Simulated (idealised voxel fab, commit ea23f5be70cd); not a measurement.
The process module presented herein is designated voxel tone inversion.
FYI the section here is cut, 270 nm wide, cells are 5 nm squares.
Think of the cross-section as a grid of square cells. We describe it in bands, top to bottom, and each band covers one or more rows of those cells. For a band, the entry starts with two heights in nm, that of the top and then that of the bottom, and carries on with the band's materials in order from left to right, each alongside its width in nm; the word "edge to edge" beside a single material means it fills the band edge to edge, and "blank" means empty space. Heights are reckoned from 0. Under this level, the received wafer is all of one material. The bottommost band is open-ended downward, for example "0 -> down". Note: "30 to 40" means the width goes from the first number (top row of the band) to the second number (bottom row) in equal steps per row of cells. "remained unchanged" (step): cross-section cells unchanged, all of them. Enclosed voids (no open way to top), threshold 8 cells or more, entry "Closed empty spaces", notation width x height at distance, distance from left edge, nm. Text after the settings on a step's line: the simulator's own remark on that step. overlay nm, on a step with a mask: how far to the right of its planned place the mask lay; to the left if negative.
These are the steps we planned for the process
1,RECEIVE with material Si
2,CONFORMAL_DEP with material SiCN, thk nm 5
3,DIRECTIONAL_DEP with material aC, thk nm 25
4,PATTERN with tone cover, mask id POSTS, material resist, width nm 25, pitch nm 45, thk nm 35, overlay nm 0
5,DIRECTIONAL_ETCH with etch materials aC, depth nm 25
6,STRIP with etch materials resist
7,FILL_DEP with material lowk, thk nm 5
8,CMP with height nm 30
9,STRIP with etch materials aC
The first of a set of two wafers, run to plan
Step 1 complete: cross-section of the wafer as received
- 0 -> down | Si edge to edge
- Closed empty spaces: none
Step 2 done - wafer cross-section
- 5 -> 0 | SiCN edge to edge
- All layers under 0 are left as they were.
Step 3 done - wafer cross-section
- 30 -> 5 | aC edge to edge
- All layers under 5 are left as they were.
Step 4 done - wafer cross-section
- 65 -> 30 | blank (100), resist (25), blank (20), resist (25), blank (100)
- All layers under 30 are left as they were.
Step 5 done - wafer cross-section
- 40 -> 30 | blank (100), resist (25), blank (20), resist (25), blank (100)
- 30 -> 5 | blank (100), aC (25), blank (20), aC (25), blank (100)
- All layers under 5 are left as they were.
Step 6 done - wafer cross-section
- 30 -> 5 | blank (100), aC (25), blank (20), aC (25), blank (100)
- All layers under 5 are left as they were.
Step 7 done - wafer cross-section
- 35 -> 30 | lowk edge to edge
- 30 -> 5 | lowk (100), aC (25), lowk (20), aC (25), lowk (100)
- All layers under 5 are left as they were.
Step 8 done - wafer cross-section
- 30 -> 5 | lowk (100), aC (25), lowk (20), aC (25), lowk (100)
- All layers under 5 are left as they were.
Step 9 done - wafer cross-section
- 30 -> 5 | lowk (100), blank (25), lowk (20), blank (25), lowk (100)
- All layers under 5 are left as they were.
Wafer two: like wafer one in start and plan, but with one mistake in execution; identical up to and including step 8
The second wafer cut through, at the time step 9 was supposed to be finished
- 30 -> 5 | lowk (100), blank (25), lowk (20), blank (25), lowk (100)
- All layers under 5 are left as they were.
Misprocessing identified: the plan had its step 9 run twice
The two wafers finish with the same cross-section, and therefore the mistake leaves the computed outcome of this model unchanged.
